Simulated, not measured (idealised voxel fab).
voxel gate over fins: a process module
Cross-section cut spans 300 nm and uses square cells 5 nm in size.
The cross-sections in this document take the form of a grid made of square cells. They are written out as bands, in order from top to bottom. Each band consists of one or more rows of cells. Each band's line starts with the height of the band's top and of its bottom, in nm. Then come its materials from left to right, each with its width in nm. One material with "everywhere" fills the band from edge to edge. "air" is empty space. Heads up on the height convention: 0 is the point under which the incoming wafer is all one material, and the lowest band has no bottom, it just keeps going down, like "0 -> down". A width given as "30->40" starts at the first number in the band's top row and ends at the second number in its bottom row, shifting by an equal amount at every step from row to row. Basically "remained unchanged" means that step didn't change any cell in the cross-section. Any empty space of 8 cells or more lacking an open way to the top shows up in "Trapped cavities" as width x height at distance, distance from the left edge, in nm. after a step's settings: what the simulator itself notes on the step. The line of a step may include "overlay nm". On a step with a mask, this value is how far to the right of its planned place the mask lay. A negative value means the mask lay to the left.
# Planned step list for the process
1. RECEIVE [material Si]
2. CONFORMAL_DEP [material SiN] [thk nm 5]
3. DIRECTIONAL_DEP [material aC] [thk nm 10]
4. PATTERN [tone cover] [mask id FINS] [material resist] [width nm 15] [pitch nm 50] [thk nm 25] [overlay nm 0]
5. DIRECTIONAL_ETCH [etch materials aC] [depth nm 10]
6. STRIP [etch materials resist]
7. DIRECTIONAL_ETCH [etch materials SiN] [depth nm 5]
8. DIRECTIONAL_ETCH [etch materials Si] [depth nm 40]
9. STRIP [etch materials aC]
10. OXIDIZE [depth nm 5]
11. FILL_DEP [material SiO2] [thk nm 15]
12. CMP [height nm 0]
13. PATTERN [tone open] [mask id RAIL] [material resist] [width nm 15] [thk nm 20] [overlay nm 0]
14. DIRECTIONAL_ETCH [etch materials SiO2] [depth nm 40]
15. STRIP [etch materials resist]
16. CONFORMAL_DEP [material TiN] [thk nm 5]
17. FILL_DEP [material W] [thk nm 5]
18. CMP [height nm 5]
19. SELECTIVE_ETCH [etch materials W Ru TiN] [depth nm 30]
20. FILL_DEP [material SiO2] [thk nm 5]
21. CMP [height nm 5]
22. SELECTIVE_ETCH [etch materials SiO2] [depth nm 20]
23. STRIP [etch materials SiN]
24. CONFORMAL_DEP [material HfO2] [thk nm 5]
25. CONFORMAL_DEP [material TiN] [thk nm 5]
26. CONFORMAL_DEP [material TiAl] [thk nm 5]
27. CONFORMAL_DEP [material TiN] [thk nm 5]
28. FILL_DEP [material W] [thk nm 10]
29. CMP [height nm 25]
30. CONFORMAL_DEP [material SiCN] [thk nm 5]
Where the wafers of this document differ is in the height nm of step 12; they start out the same, and the plan states the value that applied to the first wafer.
# Cross-sectional view of the first of several wafers in the as-received condition, corresponding to the state following step 1
	0 -> down: Si everywhere
	Trapped cavities: none
# Post step 30, the closing step of the module: first of several wafers, cross-sectioned
	30 -> 25: SiCN everywhere
	25 -> 20: W everywhere
	20 -> 15: W 75 | TiN 45 | W 5 | TiN 45 | W 5 | TiN 45 | W 80
	15 -> 10: W 75 | TiN 5 | TiAl 35 | TiN 5 | W 5 | TiN 5 | TiAl 35 | TiN 5 | W 5 | TiN 5 | TiAl 35 | TiN 5 | W 80
	10 -> 5: W 75 | TiN 5 | TiAl 5 | TiN 25 | TiAl 5 | TiN 5 | W 5 | TiN 5 | TiAl 5 | TiN 25 | TiAl 5 | TiN 5 | W 5 | TiN 5 | TiAl 5 | TiN 25 | TiAl 5 | TiN 5 | W 80
	5 -> 0: TiN 80 | TiAl 5 | TiN 5 | HfO2 15 | TiN 5 | TiAl 5 | TiN 15 | TiAl 5 | TiN 5 | HfO2 15 | TiN 5 | TiAl 5 | TiN 15 | TiAl 5 | TiN 5 | HfO2 15 | TiN 5 | TiAl 5 | TiN 85
	0 -> -5: TiAl 85 | TiN 5 | HfO2 5 | Si 5 | HfO2 5 | TiN 5 | TiAl 25 | TiN 5 | HfO2 5 | Si 5 | HfO2 5 | TiN 5 | TiAl 25 | TiN 5 | HfO2 5 | Si 5 | HfO2 5 | TiN 5 | TiAl 90
	-5 -> -10: TiN 90 | HfO2 5 | Si 5 | HfO2 5 | TiN 35 | HfO2 5 | Si 5 | HfO2 5 | TiN 35 | HfO2 5 | Si 5 | HfO2 5 | TiN 95
	-10 -> -15: HfO2 95 | Si 5 | HfO2 45 | Si 5 | HfO2 45 | Si 5 | HfO2 100
	-15 -> -25: SiO2 95 | Si 5 | SiO2 45 | Si 5 | SiO2 45 | Si 5 | SiO2 100
	-25 -> -35: SiO2 95 | Si 5 | SiO2 15 | TiN 5 | W 5 | TiN 5 | SiO2 15 | Si 5 | SiO2 45 | Si 5 | SiO2 100
	-35 -> -40: SiO2 95 | Si 5 | SiO2 15 | TiN 15 | SiO2 15 | Si 5 | SiO2 45 | Si 5 | SiO2 100
	-40 -> -45: SiO2 95 | Si 5 | SiO2 45 | Si 5 | SiO2 45 | Si 5 | SiO2 100
	-45 -> down: Si everywhere
	Trapped cavities: none
# End of module, last wafer sectioned
	30 -> 25: SiCN everywhere
	25 -> 20: W everywhere
	20 -> 15: W 75 | TiN 45 | W 5 | TiN 45 | W 5 | TiN 45 | W 80
	15 -> 10: W 75 | TiN 5 | TiAl 35 | TiN 5 | W 5 | TiN 5 | TiAl 35 | TiN 5 | W 5 | TiN 5 | TiAl 35 | TiN 5 | W 80
	10 -> 5: W 75 | TiN 5 | TiAl 5 | TiN 25 | TiAl 5 | TiN 5 | W 5 | TiN 5 | TiAl 5 | TiN 25 | TiAl 5 | TiN 5 | W 5 | TiN 5 | TiAl 5 | TiN 25 | TiAl 5 | TiN 5 | W 80
	5 -> 0: TiN 80 | TiAl 5 | TiN 5 | HfO2 15 | TiN 5 | TiAl 5 | TiN 15 | TiAl 5 | TiN 5 | HfO2 15 | TiN 5 | TiAl 5 | TiN 15 | TiAl 5 | TiN 5 | HfO2 15 | TiN 5 | TiAl 5 | TiN 85
	0 -> -5: TiAl 85 | TiN 5 | HfO2 5 | Si 5 | HfO2 5 | TiN 5 | TiAl 25 | TiN 5 | HfO2 5 | Si 5 | HfO2 5 | TiN 5 | TiAl 25 | TiN 5 | HfO2 5 | Si 5 | HfO2 5 | TiN 5 | TiAl 90
	-5 -> -10: TiN 90 | HfO2 5 | Si 5 | HfO2 5 | TiN 35 | HfO2 5 | Si 5 | HfO2 5 | TiN 35 | HfO2 5 | Si 5 | HfO2 5 | TiN 95
	-10 -> -15: HfO2 95 | Si 5 | HfO2 45 | Si 5 | HfO2 45 | Si 5 | HfO2 100
	-15 -> -45: SiO2 95 | Si 5 | SiO2 45 | Si 5 | SiO2 45 | Si 5 | SiO2 100
	-45 -> down: Si everywhere
	Trapped cavities: none
# Per-wafer rows below. For each material: cells gained (+) or lost (-) since the wafer was received, as of end of module. Then: closed voids
height nm 0 | +78 HfO2 | -513 Si | +60 SiCN | +333 SiO2 | +78 TiAl | +163 TiN | +161 W | Trapped cavities: none
height nm 5 | +78 HfO2 | -513 Si | +60 SiCN | +336 SiO2 | +78 TiAl | +161 TiN | +160 W | Trapped cavities: none
height nm 10 | +78 HfO2 | -513 Si | +60 SiCN | +339 SiO2 | +78 TiAl | +159 TiN | +159 W | Trapped cavities: none
height nm 15 | +78 HfO2 | -513 Si | +60 SiCN | +342 SiO2 | +78 TiAl | +156 TiN | +159 W | Trapped cavities: none
height nm 20 | +78 HfO2 | -513 Si | +60 SiCN | +342 SiO2 | +78 TiAl | +156 TiN | +159 W | Trapped cavities: none
